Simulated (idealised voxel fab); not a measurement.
Title: Process Module voxel self aligned vias
The cross-section shown here is cut; it is 145 nm wide and divided into square cells measuring 5 nm on a side.
A cross-section is a grid of square cells, given in bands from the top down. A band is one or more rows of cells. In this notation a band is specified by the heights of its top and bottom, in that order and in nm, after which its materials appear from left to right, each paired with its width in nm. The word "all across" attached to a single material means that material fills the band from edge to edge; the word "blank" stands for empty space. Note: height 0 marks the level under which the wafer is uniformly one material as received. Lowest band unbounded below, written "0 -> down". Read "30 to 40" as a graded width: first number on top, second number at the bottom, same change between each pair of neighbouring rows. Where the words "nothing different" appear for a step, the cross-section shows no cell changed by that step; every cell remained as before. "Unvented voids" lists enclosed empty spaces (at least 8 cells, no open path upward to the top), each as width x height at distance from the left edge, in nm. It should be noted that, on the line of a given step, the content following the step's settings is a remark produced by the simulator itself with respect to that step. "overlay nm", when on a step's line for a step with a mask, measures how far to the right of its planned place the mask lay; a negative measure means to the left.
# Listed below are the process steps as planned
step 1: RECEIVE (material Si)
step 2: CONFORMAL_DEP (material SiO2; thk nm 15)
step 3: CONFORMAL_DEP (material SiCN; thk nm 5)
step 4: DIRECTIONAL_DEP (material SiO2; thk nm 20)
step 5: DIRECTIONAL_DEP (material aC; thk nm 15)
step 6: PATTERN (tone open; mask id LINES; material resist; width nm 25; pitch nm 65; thk nm 35; overlay nm 0)
step 7: DIRECTIONAL_ETCH (etch materials aC; depth nm 15)
step 8: STRIP (etch materials resist)
step 9: DIRECTIONAL_ETCH (etch materials SiO2; depth nm 20)
step 10: STRIP (etch materials aC)
step 11: CONFORMAL_DEP (material TiN; thk nm 5)
step 12: FILL_DEP (material Ru; thk nm 5)
step 13: CMP (height nm 40)
step 14: SELECTIVE_ETCH (etch materials W Ru TiN; depth nm 5)
step 15: FILL_DEP (material SiN; thk nm 5)
step 16: CMP (height nm 40)
step 17: DIRECTIONAL_DEP (material SiO2; thk nm 20)
step 18: DIRECTIONAL_DEP (material aC; thk nm 10)
step 19: PATTERN (tone open; mask id VIAS; material resist; width nm 45; thk nm 25; overlay nm 0)
step 20: DIRECTIONAL_ETCH (etch materials aC; depth nm 10)
step 21: STRIP (etch materials resist)
step 22: DIRECTIONAL_ETCH (etch materials SiO2; depth nm 20)
step 23: DIRECTIONAL_ETCH (etch materials SiN; depth nm 5)
step 24: STRIP (etch materials aC)
step 25: CONFORMAL_DEP (material TiN; thk nm 5)
step 26: FILL_DEP (material W; thk nm 10)
step 27: CMP (height nm 60)
step 28: CONFORMAL_DEP (material SiN; thk nm 5)
# Run as planned: first of two wafers
# Cross-section: wafer on arrival = after step 1
    0 -> down = Si all across
    Unvented voids: none
# Cross-section: wafer state after step 2
    15 -> 0 = SiO2 all across
    All layers under 0 are left as they were.
# Cross-section: wafer state after step 3
    20 -> 15 = SiCN all across
    All layers under 15 are left as they were.
# Cross-section: wafer state after step 4
    40 -> 20 = SiO2 all across
    All layers under 20 are left as they were.
# Cross-section: wafer state after step 5
    55 -> 40 = aC all across
    All layers under 40 are left as they were.
# Cross-section: wafer state after step 6
    90 -> 55 = 25 nm resist / 25 nm blank / 40 nm resist / 25 nm blank / 30 nm resist
    All layers under 55 are left as they were.
# Cross-section: wafer state after step 7
    75 -> 55 = 25 nm resist / 25 nm blank / 40 nm resist / 25 nm blank / 30 nm resist
    55 -> 40 = 25 nm aC / 25 nm blank / 40 nm aC / 25 nm blank / 30 nm aC
    All layers under 40 are left as they were.
# Cross-section: wafer state after step 8
    55 -> 40 = 25 nm aC / 25 nm blank / 40 nm aC / 25 nm blank / 30 nm aC
    All layers under 40 are left as they were.
# Cross-section: wafer state after step 9
    55 -> 40 = 25 nm aC / 25 nm blank / 40 nm aC / 25 nm blank / 30 nm aC
    40 -> 20 = 25 nm SiO2 / 25 nm blank / 40 nm SiO2 / 25 nm blank / 30 nm SiO2
    All layers under 20 are left as they were.
# Cross-section: wafer state after step 10
    40 -> 20 = 25 nm SiO2 / 25 nm blank / 40 nm SiO2 / 25 nm blank / 30 nm SiO2
    All layers under 20 are left as they were.
# Cross-section: wafer state after step 11
    45 -> 40 = 30 nm TiN / 15 nm blank / 50 nm TiN / 15 nm blank / 35 nm TiN
    40 -> 25 = 25 nm SiO2 / 5 nm TiN / 15 nm blank / 5 nm TiN / 40 nm SiO2 / 5 nm TiN / 15 nm blank / 5 nm TiN / 30 nm SiO2
    25 -> 20 = 25 nm SiO2 / 25 nm TiN / 40 nm SiO2 / 25 nm TiN / 30 nm SiO2
    All layers under 20 are left as they were.
# Cross-section: wafer state after step 12
    50 -> 45 = Ru all across
    45 -> 40 = 30 nm TiN / 15 nm Ru / 50 nm TiN / 15 nm Ru / 35 nm TiN
    40 -> 25 = 25 nm SiO2 / 5 nm TiN / 15 nm Ru / 5 nm TiN / 40 nm SiO2 / 5 nm TiN / 15 nm Ru / 5 nm TiN / 30 nm SiO2
    All layers under 25 are left as they were.
# Cross-section: wafer state after step 13
    40 -> 25 = 25 nm SiO2 / 5 nm TiN / 15 nm Ru / 5 nm TiN / 40 nm SiO2 / 5 nm TiN / 15 nm Ru / 5 nm TiN / 30 nm SiO2
    All layers under 25 are left as they were.
# Cross-section: wafer state after step 14
    40 -> 35 = 25 nm SiO2 / 25 nm blank / 40 nm SiO2 / 25 nm blank / 30 nm SiO2
    All layers under 35 are left as they were.
# Cross-section: wafer state after step 15
    45 -> 40 = SiN all across
    40 -> 35 = 25 nm SiO2 / 25 nm SiN / 40 nm SiO2 / 25 nm SiN / 30 nm SiO2
    All layers under 35 are left as they were.
# Cross-section: wafer state after step 16
    40 -> 35 = 25 nm SiO2 / 25 nm SiN / 40 nm SiO2 / 25 nm SiN / 30 nm SiO2
    All layers under 35 are left as they were.
# Cross-section: wafer state after step 17
    60 -> 40 = SiO2 all across
    All layers under 40 are left as they were.
# Cross-section: wafer state after step 18
    70 -> 60 = aC all across
    All layers under 60 are left as they were.
# Cross-section: wafer state after step 19
    95 -> 70 = 15 nm resist / 45 nm blank / 85 nm resist
    All layers under 70 are left as they were.
# Cross-section: wafer state after step 20
    85 -> 70 = 15 nm resist / 45 nm blank / 85 nm resist
    70 -> 60 = 15 nm aC / 45 nm blank / 85 nm aC
    All layers under 60 are left as they were.
# Cross-section: wafer state after step 21
    70 -> 60 = 15 nm aC / 45 nm blank / 85 nm aC
    All layers under 60 are left as they were.
# Cross-section: wafer state after step 22
    70 -> 60 = 15 nm aC / 45 nm blank / 85 nm aC
    60 -> 40 = 15 nm SiO2 / 45 nm blank / 85 nm SiO2
    All layers under 40 are left as they were.
# Cross-section: wafer state after step 23
    70 -> 60 = 15 nm aC / 45 nm blank / 85 nm aC
    60 -> 40 = 15 nm SiO2 / 45 nm blank / 85 nm SiO2
    40 -> 35 = 25 nm SiO2 / 25 nm blank / 40 nm SiO2 / 25 nm SiN / 30 nm SiO2
    All layers under 35 are left as they were.
# Cross-section: wafer state after step 24
    60 -> 40 = 15 nm SiO2 / 45 nm blank / 85 nm SiO2
    All layers under 40 are left as they were.
# Cross-section: wafer state after step 25
    65 -> 60 = 20 nm TiN / 35 nm blank / 90 nm TiN
    60 -> 45 = 15 nm SiO2 / 5 nm TiN / 35 nm blank / 5 nm TiN / 85 nm SiO2
    45 -> 40 = 15 nm SiO2 / 15 nm TiN / 15 nm blank / 15 nm TiN / 85 nm SiO2
    40 -> 35 = 25 nm SiO2 / 25 nm TiN / 40 nm SiO2 / 25 nm SiN / 30 nm SiO2
    All layers under 35 are left as they were.
# Cross-section: wafer state after step 26
    75 -> 65 = W all across
    65 -> 60 = 20 nm TiN / 35 nm W / 90 nm TiN
    60 -> 45 = 15 nm SiO2 / 5 nm TiN / 35 nm W / 5 nm TiN / 85 nm SiO2
    45 -> 40 = 15 nm SiO2 / 15 nm TiN / 15 nm W / 15 nm TiN / 85 nm SiO2
    All layers under 40 are left as they were.
# Cross-section: wafer state after step 27
    60 -> 45 = 15 nm SiO2 / 5 nm TiN / 35 nm W / 5 nm TiN / 85 nm SiO2
    All layers under 45 are left as they were.
# Cross-section: wafer state after step 28
    65 -> 60 = SiN all across
    All layers under 60 are left as they were.
# The Second Wafer: Common Origin and Plan, One Mistake in Execution, Identical to the First Through Step 21
# What the second wafer looks like in cross-section when step 22 should have wrapped up
    70 -> 60 = 15 nm aC / 45 nm blank / 85 nm aC
    60 -> 40 = 15 nm SiO2 / 45 nm blank / 85 nm SiO2
    40 -> 35 = 15 nm SiO2 / 10 nm blank / 25 nm SiN / 10 nm blank / 30 nm SiO2 / 25 nm SiN / 30 nm SiO2
    35 -> 25 = 15 nm SiO2 / 10 nm blank / 5 nm TiN / 15 nm Ru / 5 nm TiN / 10 nm blank / 30 nm SiO2 / 5 nm TiN / 15 nm Ru / 5 nm TiN / 30 nm SiO2
    25 -> 20 = 15 nm SiO2 / 10 nm blank / 25 nm TiN / 10 nm blank / 30 nm SiO2 / 25 nm TiN / 30 nm SiO2
    All layers under 20 are left as they were.
# What the second wafer looks like in cross-section when step 23 should have wrapped up
    70 -> 60 = 15 nm aC / 45 nm blank / 85 nm aC
    60 -> 40 = 15 nm SiO2 / 45 nm blank / 85 nm SiO2
    40 -> 35 = 15 nm SiO2 / 45 nm blank / 30 nm SiO2 / 25 nm SiN / 30 nm SiO2
    All layers under 35 are left as they were.
# What the second wafer looks like in cross-section when step 24 should have wrapped up
    60 -> 40 = 15 nm SiO2 / 45 nm blank / 85 nm SiO2
    All layers under 40 are left as they were.
# What the second wafer looks like in cross-section when step 25 should have wrapped up
    65 -> 60 = 20 nm TiN / 35 nm blank / 90 nm TiN
    60 -> 40 = 15 nm SiO2 / 5 nm TiN / 35 nm blank / 5 nm TiN / 85 nm SiO2
    40 -> 35 = 15 nm SiO2 / 45 nm TiN / 30 nm SiO2 / 25 nm SiN / 30 nm SiO2
    35 -> 25 = 15 nm SiO2 / 15 nm TiN / 15 nm Ru / 15 nm TiN / 30 nm SiO2 / 5 nm TiN / 15 nm Ru / 5 nm TiN / 30 nm SiO2
    25 -> 20 = 15 nm SiO2 / 45 nm TiN / 30 nm SiO2 / 25 nm TiN / 30 nm SiO2
    All layers under 20 are left as they were.
# What the second wafer looks like in cross-section when step 26 should have wrapped up
    75 -> 65 = W all across
    65 -> 60 = 20 nm TiN / 35 nm W / 90 nm TiN
    60 -> 40 = 15 nm SiO2 / 5 nm TiN / 35 nm W / 5 nm TiN / 85 nm SiO2
    All layers under 40 are left as they were.
# What the second wafer looks like in cross-section when step 27 should have wrapped up
    60 -> 40 = 15 nm SiO2 / 5 nm TiN / 35 nm W / 5 nm TiN / 85 nm SiO2
    All layers under 40 are left as they were.
# What the second wafer looks like in cross-section when step 28 should have wrapped up
    65 -> 60 = SiN all across
    All layers under 60 are left as they were.
Finding, execution versus plan: heads up, step 22 of the plan got done twice
FYI, end of process, the second wafer has more or fewer cells of some materials than the first: SiO2: 16 fewer; TiN: 12 more; W: 4 more
